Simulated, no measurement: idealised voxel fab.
Name of the process module below: voxel capacitor over wiring
The figure presents cross-section cut, which has a width of 250 nm and is divided into square cells with an edge length of 5 nm.
Throughout this document, each cross-section is represented as a grid of square cells and is presented as a sequence of bands enumerated from the top downward, where a band comprises one or more rows of cells. Basically the band line says how high the top is and how high the bottom is, in nm, and then what's in it from left to right, every material with its width in nm. Empty space shows up as "blank", and if a single material carries "everywhere" it runs the full band edge to edge. For the purposes of this specification, 0 denotes the height below which the wafer in its as-received condition is composed wholly of one material, and the lowermost band, lacking a lower limit, extends downward without end, as expressed in "z 0 and below". The width entry "30->40" should be interpreted row by row: the top row of cells in the band takes the first number, the bottom row takes the second number, and the change between adjacent rows is uniform throughout. Take "identical to before" at face value: in the step it is given for, the cross-section changed in none of its cells. What "Entrapped void list" gives you is every empty space of 8 cells or more that is cut off from the top. Each appears as width x height at distance, with the distance taken from the left edge and width, height and distance all in nm. Whatever follows a step's settings on its line is a remark the simulator itself makes about that step. "overlay nm" answers the question of how far to the right of plan the mask lay on a step that has a mask, and when it is negative the answer is to the left.
### The process steps that were planned are listed below
1. RECEIVE, material Si
2. CONFORMAL_DEP, material SiO2, thk nm 15
3. DIRECTIONAL_DEP, material TiN, thk nm 5
4. DIRECTIONAL_DEP, material W, thk nm 20
5. PATTERN, tone cover, mask id METAL_1, material resist, width nm 30, pitch nm 100, thk nm 15, overlay nm 0
6. DIRECTIONAL_ETCH, etch materials W, depth nm 20
7. DIRECTIONAL_ETCH, etch materials TiN, depth nm 5
8. STRIP, etch materials resist
9. FILL_DEP, material SiO2, thk nm 5
10. CMP, height nm 40
11. CONFORMAL_DEP, material SiCN, thk nm 5
12. DIRECTIONAL_DEP, material SiO2, thk nm 20
13. PATTERN, tone open, mask id PLUG_1, material resist, width nm 15, thk nm 15, overlay nm 0
14. DIRECTIONAL_ETCH, etch materials SiO2, depth nm 20
15. DIRECTIONAL_ETCH, etch materials SiCN, depth nm 5
16. STRIP, etch materials resist
17. EPI, material Ru, thk nm 10
18. EPI, material Ru, thk nm 10
19. EPI, material Ru, thk nm 5
20. DIRECTIONAL_DEP, material TiN, thk nm 10
21. DIRECTIONAL_DEP, material HfO2, thk nm 5
22. DIRECTIONAL_DEP, material TiN, thk nm 10
23. DIRECTIONAL_DEP, material aC, thk nm 15
24. PATTERN, tone cover, mask id UPPER_PLATE, material resist, width nm 75, thk nm 35, overlay nm 0
25. DIRECTIONAL_ETCH, etch materials aC, depth nm 15
26. STRIP, etch materials resist
27. DIRECTIONAL_ETCH, etch materials TiN, depth nm 10
28. DIRECTIONAL_ETCH, etch materials HfO2, depth nm 5
29. STRIP, etch materials aC
30. DIRECTIONAL_DEP, material aC, thk nm 15
31. PATTERN, tone cover, mask id LOWER_PLATE, material resist, width nm 85, thk nm 35, overlay nm 0
32. DIRECTIONAL_ETCH, etch materials aC, depth nm 15
33. STRIP, etch materials resist
34. DIRECTIONAL_ETCH, etch materials TiN, depth nm 10
35. STRIP, etch materials aC
36. FILL_DEP, material SiO2, thk nm 15
37. CMP, height nm 100
38. DIRECTIONAL_DEP, material aC, thk nm 15
39. PATTERN, tone open, mask id PLUG_2, material resist, width nm 15, thk nm 30, overlay nm 0
40. DIRECTIONAL_ETCH, etch materials aC, depth nm 15
41. STRIP, etch materials resist
42. DIRECTIONAL_ETCH, etch materials SiO2, depth nm 10
43. STRIP, etch materials aC
44. CONFORMAL_DEP, material TiN, thk nm 5
45. FILL_DEP, material W, thk nm 5
46. CMP, height nm 100
47. CONFORMAL_DEP, material SiCN, thk nm 5
### The first of two wafers, run as planned
### Incoming wafer in cross-section (state: after step 1)
* z 0 and below  Si everywhere
* Entrapped void list: none
### After step 2, in cross-section
* z 15 to 0  SiO2 everywhere
* below 0: unchanged
### After step 3, in cross-section
* z 20 to 15  TiN everywhere
* below 15: unchanged
### After step 4, in cross-section
* z 40 to 20  W everywhere
* below 20: unchanged
### After step 5, in cross-section
* z 55 to 40  blank (60) | resist (30) | blank (70) | resist (30) | blank (60)
* below 40: unchanged
### After step 6, in cross-section
* z 55 to 40  blank (60) | resist (30) | blank (70) | resist (30) | blank (60)
* z 40 to 20  blank (60) | W (30) | blank (70) | W (30) | blank (60)
* below 20: unchanged
### After step 7, in cross-section
* z 55 to 40  blank (60) | resist (30) | blank (70) | resist (30) | blank (60)
* z 40 to 20  blank (60) | W (30) | blank (70) | W (30) | blank (60)
* z 20 to 15  blank (60) | TiN (30) | blank (70) | TiN (30) | blank (60)
* below 15: unchanged
### After step 8, in cross-section
* z 40 to 20  blank (60) | W (30) | blank (70) | W (30) | blank (60)
* below 20: unchanged
### After step 9, in cross-section
* z 45 to 40  SiO2 everywhere
* z 40 to 20  SiO2 (60) | W (30) | SiO2 (70) | W (30) | SiO2 (60)
* z 20 to 15  SiO2 (60) | TiN (30) | SiO2 (70) | TiN (30) | SiO2 (60)
* below 15: unchanged
### After step 10, in cross-section
* z 40 to 20  SiO2 (60) | W (30) | SiO2 (70) | W (30) | SiO2 (60)
* below 20: unchanged
### After step 11, in cross-section
* z 45 to 40  SiCN everywhere
* below 40: unchanged
### After step 12, in cross-section
* z 65 to 45  SiO2 everywhere
* below 45: unchanged
### After step 13, in cross-section
* z 80 to 65  resist (75) | blank (15) | resist (160)
* below 65: unchanged
### After step 14, in cross-section
* z 80 to 65  resist (75) | blank (15) | resist (160)
* z 65 to 45  SiO2 (75) | blank (15) | SiO2 (160)
* below 45: unchanged
### After step 15, in cross-section
* z 80 to 65  resist (75) | blank (15) | resist (160)
* z 65 to 45  SiO2 (75) | blank (15) | SiO2 (160)
* z 45 to 40  SiCN (75) | blank (15) | SiCN (160)
* below 40: unchanged
### After step 16, in cross-section
* z 65 to 45  SiO2 (75) | blank (15) | SiO2 (160)
* below 45: unchanged
### After step 17, in cross-section
* z 65 to 50  SiO2 (75) | blank (15) | SiO2 (160)
* z 50 to 45  SiO2 (75) | Ru (15) | SiO2 (160)
* z 45 to 40  SiCN (75) | Ru (15) | SiCN (160)
* below 40: unchanged
### After step 18, in cross-section
* z 65 to 60  SiO2 (75) | blank (15) | SiO2 (160)
* z 60 to 45  SiO2 (75) | Ru (15) | SiO2 (160)
* below 45: unchanged
### After step 19, in cross-section
* z 65 to 45  SiO2 (75) | Ru (15) | SiO2 (160)
* below 45: unchanged
### After step 20, in cross-section
* z 75 to 65  TiN everywhere
* below 65: unchanged
### After step 21, in cross-section
* z 80 to 75  HfO2 everywhere
* below 75: unchanged
### After step 22, in cross-section
* z 90 to 80  TiN everywhere
* below 80: unchanged
### After step 23, in cross-section
* z 105 to 90  aC everywhere
* below 90: unchanged
### After step 24, in cross-section
* z 140 to 105  blank (75) | resist (75) | blank (100)
* below 105: unchanged
### After step 25, in cross-section
* z 125 to 105  blank (75) | resist (75) | blank (100)
* z 105 to 90  blank (75) | aC (75) | blank (100)
* below 90: unchanged
### After step 26, in cross-section
* z 105 to 90  blank (75) | aC (75) | blank (100)
* below 90: unchanged
### After step 27, in cross-section
* z 105 to 90  blank (75) | aC (75) | blank (100)
* z 90 to 80  blank (75) | TiN (75) | blank (100)
* below 80: unchanged
### After step 28, in cross-section
* z 105 to 90  blank (75) | aC (75) | blank (100)
* z 90 to 80  blank (75) | TiN (75) | blank (100)
* z 80 to 75  blank (75) | HfO2 (75) | blank (100)
* below 75: unchanged
### After step 29, in cross-section
* z 90 to 80  blank (75) | TiN (75) | blank (100)
* below 80: unchanged
### After step 30, in cross-section
* z 105 to 90  blank (75) | aC (75) | blank (100)
* z 90 to 80  aC (75) | TiN (75) | aC (100)
* z 80 to 75  aC (75) | HfO2 (75) | aC (100)
* below 75: unchanged
### After step 31, in cross-section
* z 140 to 105  blank (70) | resist (85) | blank (95)
* z 105 to 90  blank (70) | resist (5) | aC (75) | resist (5) | blank (95)
* below 90: unchanged
### After step 32, in cross-section
* z 125 to 105  blank (70) | resist (85) | blank (95)
* z 105 to 90  blank (70) | resist (5) | aC (75) | resist (5) | blank (95)
* z 90 to 80  blank (70) | aC (5) | TiN (75) | aC (5) | blank (95)
* z 80 to 75  blank (70) | aC (5) | HfO2 (75) | aC (5) | blank (95)
* below 75: unchanged
### After step 33, in cross-section
* z 105 to 90  blank (75) | aC (75) | blank (100)
* below 90: unchanged
### After step 34, in cross-section
* z 105 to 90  blank (75) | aC (75) | blank (100)
* z 90 to 80  blank (70) | aC (5) | TiN (75) | aC (5) | blank (95)
* z 80 to 75  blank (70) | aC (5) | HfO2 (75) | aC (5) | blank (95)
* z 75 to 65  blank (70) | TiN (85) | blank (95)
* below 65: unchanged
### After step 35, in cross-section
* z 90 to 80  blank (75) | TiN (75) | blank (100)
* z 80 to 75  blank (75) | HfO2 (75) | blank (100)
* below 75: unchanged
### After step 36, in cross-section
* z 105 to 90  SiO2 everywhere
* z 90 to 80  SiO2 (75) | TiN (75) | SiO2 (100)
* z 80 to 75  SiO2 (75) | HfO2 (75) | SiO2 (100)
* z 75 to 65  SiO2 (70) | TiN (85) | SiO2 (95)
* below 65: unchanged
### After step 37, in cross-section
* z 100 to 90  SiO2 everywhere
* below 90: unchanged
### After step 38, in cross-section
* z 115 to 100  aC everywhere
* below 100: unchanged
### After step 39, in cross-section
* z 145 to 115  resist (85) | blank (15) | resist (150)
* below 115: unchanged
### After step 40, in cross-section
* z 130 to 115  resist (85) | blank (15) | resist (150)
* z 115 to 100  aC (85) | blank (15) | aC (150)
* below 100: unchanged
### After step 41, in cross-section
* z 115 to 100  aC (85) | blank (15) | aC (150)
* below 100: unchanged
### After step 42, in cross-section
* z 115 to 100  aC (85) | blank (15) | aC (150)
* z 100 to 90  SiO2 (85) | blank (15) | SiO2 (150)
* below 90: unchanged
### After step 43, in cross-section
* z 100 to 90  SiO2 (85) | blank (15) | SiO2 (150)
* below 90: unchanged
### After step 44, in cross-section
* z 105 to 100  TiN (90) | blank (5) | TiN (155)
* z 100 to 95  SiO2 (85) | TiN (5) | blank (5) | TiN (5) | SiO2 (150)
* z 95 to 90  SiO2 (85) | TiN (15) | SiO2 (150)
* below 90: unchanged
### After step 45, in cross-section
* z 110 to 105  W everywhere
* z 105 to 100  TiN (90) | W (5) | TiN (155)
* z 100 to 95  SiO2 (85) | TiN (5) | W (5) | TiN (5) | SiO2 (150)
* below 95: unchanged
### After step 46, in cross-section
* z 100 to 95  SiO2 (85) | TiN (5) | W (5) | TiN (5) | SiO2 (150)
* below 95: unchanged
### After step 47, in cross-section
* z 105 to 100  SiCN everywhere
* below 100: unchanged
### Second of two: same start, same plan, one run error; steps up to and including 1 match the first
### Cross-section of the second wafer corresponding to the planned conclusion of step 2
* z 30 to 0  SiO2 everywhere
* below 0: unchanged
### Cross-section of the second wafer corresponding to the planned conclusion of step 3
* z 35 to 30  TiN everywhere
* below 30: unchanged
### Cross-section of the second wafer corresponding to the planned conclusion of step 4
* z 55 to 35  W everywhere
* below 35: unchanged
### Cross-section of the second wafer corresponding to the planned conclusion of step 5
* z 70 to 55  blank (60) | resist (30) | blank (70) | resist (30) | blank (60)
* below 55: unchanged
### Cross-section of the second wafer corresponding to the planned conclusion of step 6
* z 70 to 55  blank (60) | resist (30) | blank (70) | resist (30) | blank (60)
* z 55 to 35  blank (60) | W (30) | blank (70) | W (30) | blank (60)
* below 35: unchanged
### Cross-section of the second wafer corresponding to the planned conclusion of step 7
* z 70 to 55  blank (60) | resist (30) | blank (70) | resist (30) | blank (60)
* z 55 to 35  blank (60) | W (30) | blank (70) | W (30) | blank (60)
* z 35 to 30  blank (60) | TiN (30) | blank (70) | TiN (30) | blank (60)
* below 30: unchanged
### Cross-section of the second wafer corresponding to the planned conclusion of step 8
* z 55 to 35  blank (60) | W (30) | blank (70) | W (30) | blank (60)
* below 35: unchanged
### Cross-section of the second wafer corresponding to the planned conclusion of step 9
* z 60 to 55  SiO2 everywhere
* z 55 to 35  SiO2 (60) | W (30) | SiO2 (70) | W (30) | SiO2 (60)
* z 35 to 30  SiO2 (60) | TiN (30) | SiO2 (70) | TiN (30) | SiO2 (60)
* below 30: unchanged
### Cross-section of the second wafer corresponding to the planned conclusion of step 10
* z 40 to 35  SiO2 (60) | W (30) | SiO2 (70) | W (30) | SiO2 (60)
* below 35: unchanged
### Cross-section of the second wafer corresponding to the planned conclusion of step 11
* z 45 to 40  SiCN everywhere
* below 40: unchanged
### Cross-section of the second wafer corresponding to the planned conclusion of step 12
* z 65 to 45  SiO2 everywhere
* below 45: unchanged
### Cross-section of the second wafer corresponding to the planned conclusion of step 13
* z 80 to 65  resist (75) | blank (15) | resist (160)
* below 65: unchanged
### Cross-section of the second wafer corresponding to the planned conclusion of step 14
* z 80 to 65  resist (75) | blank (15) | resist (160)
* z 65 to 45  SiO2 (75) | blank (15) | SiO2 (160)
* below 45: unchanged
### Cross-section of the second wafer corresponding to the planned conclusion of step 15
* z 80 to 65  resist (75) | blank (15) | resist (160)
* z 65 to 45  SiO2 (75) | blank (15) | SiO2 (160)
* z 45 to 40  SiCN (75) | blank (15) | SiCN (160)
* below 40: unchanged
### Cross-section of the second wafer corresponding to the planned conclusion of step 16
* z 65 to 45  SiO2 (75) | blank (15) | SiO2 (160)
* below 45: unchanged
### Cross-section of the second wafer corresponding to the planned conclusion of step 17
* z 65 to 50  SiO2 (75) | blank (15) | SiO2 (160)
* z 50 to 45  SiO2 (75) | Ru (15) | SiO2 (160)
* z 45 to 40  SiCN (75) | Ru (15) | SiCN (160)
* below 40: unchanged
### Cross-section of the second wafer corresponding to the planned conclusion of step 18
* z 65 to 60  SiO2 (75) | blank (15) | SiO2 (160)
* z 60 to 45  SiO2 (75) | Ru (15) | SiO2 (160)
* below 45: unchanged
### Cross-section of the second wafer corresponding to the planned conclusion of step 19
* z 65 to 45  SiO2 (75) | Ru (15) | SiO2 (160)
* below 45: unchanged
### Cross-section of the second wafer corresponding to the planned conclusion of step 20
* z 75 to 65  TiN everywhere
* below 65: unchanged
### Cross-section of the second wafer corresponding to the planned conclusion of step 21
* z 80 to 75  HfO2 everywhere
* below 75: unchanged
### Cross-section of the second wafer corresponding to the planned conclusion of step 22
* z 90 to 80  TiN everywhere
* below 80: unchanged
### Cross-section of the second wafer corresponding to the planned conclusion of step 23
* z 105 to 90  aC everywhere
* below 90: unchanged
### Cross-section of the second wafer corresponding to the planned conclusion of step 24
* z 140 to 105  blank (75) | resist (75) | blank (100)
* below 105: unchanged
### Cross-section of the second wafer corresponding to the planned conclusion of step 25
* z 125 to 105  blank (75) | resist (75) | blank (100)
* z 105 to 90  blank (75) | aC (75) | blank (100)
* below 90: unchanged
### Cross-section of the second wafer corresponding to the planned conclusion of step 26
* z 105 to 90  blank (75) | aC (75) | blank (100)
* below 90: unchanged
### Cross-section of the second wafer corresponding to the planned conclusion of step 27
* z 105 to 90  blank (75) | aC (75) | blank (100)
* z 90 to 80  blank (75) | TiN (75) | blank (100)
* below 80: unchanged
### Cross-section of the second wafer corresponding to the planned conclusion of step 28
* z 105 to 90  blank (75) | aC (75) | blank (100)
* z 90 to 80  blank (75) | TiN (75) | blank (100)
* z 80 to 75  blank (75) | HfO2 (75) | blank (100)
* below 75: unchanged
### Cross-section of the second wafer corresponding to the planned conclusion of step 29
* z 90 to 80  blank (75) | TiN (75) | blank (100)
* below 80: unchanged
### Cross-section of the second wafer corresponding to the planned conclusion of step 30
* z 105 to 90  blank (75) | aC (75) | blank (100)
* z 90 to 80  aC (75) | TiN (75) | aC (100)
* z 80 to 75  aC (75) | HfO2 (75) | aC (100)
* below 75: unchanged
### Cross-section of the second wafer corresponding to the planned conclusion of step 31
* z 140 to 105  blank (70) | resist (85) | blank (95)
* z 105 to 90  blank (70) | resist (5) | aC (75) | resist (5) | blank (95)
* below 90: unchanged
### Cross-section of the second wafer corresponding to the planned conclusion of step 32
* z 125 to 105  blank (70) | resist (85) | blank (95)
* z 105 to 90  blank (70) | resist (5) | aC (75) | resist (5) | blank (95)
* z 90 to 80  blank (70) | aC (5) | TiN (75) | aC (5) | blank (95)
* z 80 to 75  blank (70) | aC (5) | HfO2 (75) | aC (5) | blank (95)
* below 75: unchanged
### Cross-section of the second wafer corresponding to the planned conclusion of step 33
* z 105 to 90  blank (75) | aC (75) | blank (100)
* below 90: unchanged
### Cross-section of the second wafer corresponding to the planned conclusion of step 34
* z 105 to 90  blank (75) | aC (75) | blank (100)
* z 90 to 80  blank (70) | aC (5) | TiN (75) | aC (5) | blank (95)
* z 80 to 75  blank (70) | aC (5) | HfO2 (75) | aC (5) | blank (95)
* z 75 to 65  blank (70) | TiN (85) | blank (95)
* below 65: unchanged
### Cross-section of the second wafer corresponding to the planned conclusion of step 35
* z 90 to 80  blank (75) | TiN (75) | blank (100)
* z 80 to 75  blank (75) | HfO2 (75) | blank (100)
* below 75: unchanged
### Cross-section of the second wafer corresponding to the planned conclusion of step 36
* z 105 to 90  SiO2 everywhere
* z 90 to 80  SiO2 (75) | TiN (75) | SiO2 (100)
* z 80 to 75  SiO2 (75) | HfO2 (75) | SiO2 (100)
* z 75 to 65  SiO2 (70) | TiN (85) | SiO2 (95)
* below 65: unchanged
### Cross-section of the second wafer corresponding to the planned conclusion of step 37
* z 100 to 90  SiO2 everywhere
* below 90: unchanged
### Cross-section of the second wafer corresponding to the planned conclusion of step 38
* z 115 to 100  aC everywhere
* below 100: unchanged
### Cross-section of the second wafer corresponding to the planned conclusion of step 39
* z 145 to 115  resist (85) | blank (15) | resist (150)
* below 115: unchanged
### Cross-section of the second wafer corresponding to the planned conclusion of step 40
* z 130 to 115  resist (85) | blank (15) | resist (150)
* z 115 to 100  aC (85) | blank (15) | aC (150)
* below 100: unchanged
### Cross-section of the second wafer corresponding to the planned conclusion of step 41
* z 115 to 100  aC (85) | blank (15) | aC (150)
* below 100: unchanged
### Cross-section of the second wafer corresponding to the planned conclusion of step 42
* z 115 to 100  aC (85) | blank (15) | aC (150)
* z 100 to 90  SiO2 (85) | blank (15) | SiO2 (150)
* below 90: unchanged
### Cross-section of the second wafer corresponding to the planned conclusion of step 43
* z 100 to 90  SiO2 (85) | blank (15) | SiO2 (150)
* below 90: unchanged
### Cross-section of the second wafer corresponding to the planned conclusion of step 44
* z 105 to 100  TiN (90) | blank (5) | TiN (155)
* z 100 to 95  SiO2 (85) | TiN (5) | blank (5) | TiN (5) | SiO2 (150)
* z 95 to 90  SiO2 (85) | TiN (15) | SiO2 (150)
* below 90: unchanged
### Cross-section of the second wafer corresponding to the planned conclusion of step 45
* z 110 to 105  W everywhere
* z 105 to 100  TiN (90) | W (5) | TiN (155)
* z 100 to 95  SiO2 (85) | TiN (5) | W (5) | TiN (5) | SiO2 (150)
* below 95: unchanged
### Cross-section of the second wafer corresponding to the planned conclusion of step 46
* z 100 to 95  SiO2 (85) | TiN (5) | W (5) | TiN (5) | SiO2 (150)
* below 95: unchanged
### Cross-section of the second wafer corresponding to the planned conclusion of step 47
* z 105 to 100  SiCN everywhere
* below 100: unchanged
Against the plan, the run slipped here: in the plan, step 2 was performed twice
At the finish, the second wafer shows more or fewer cells for some materials than the first does: 36 more of SiO2 | 36 fewer of W
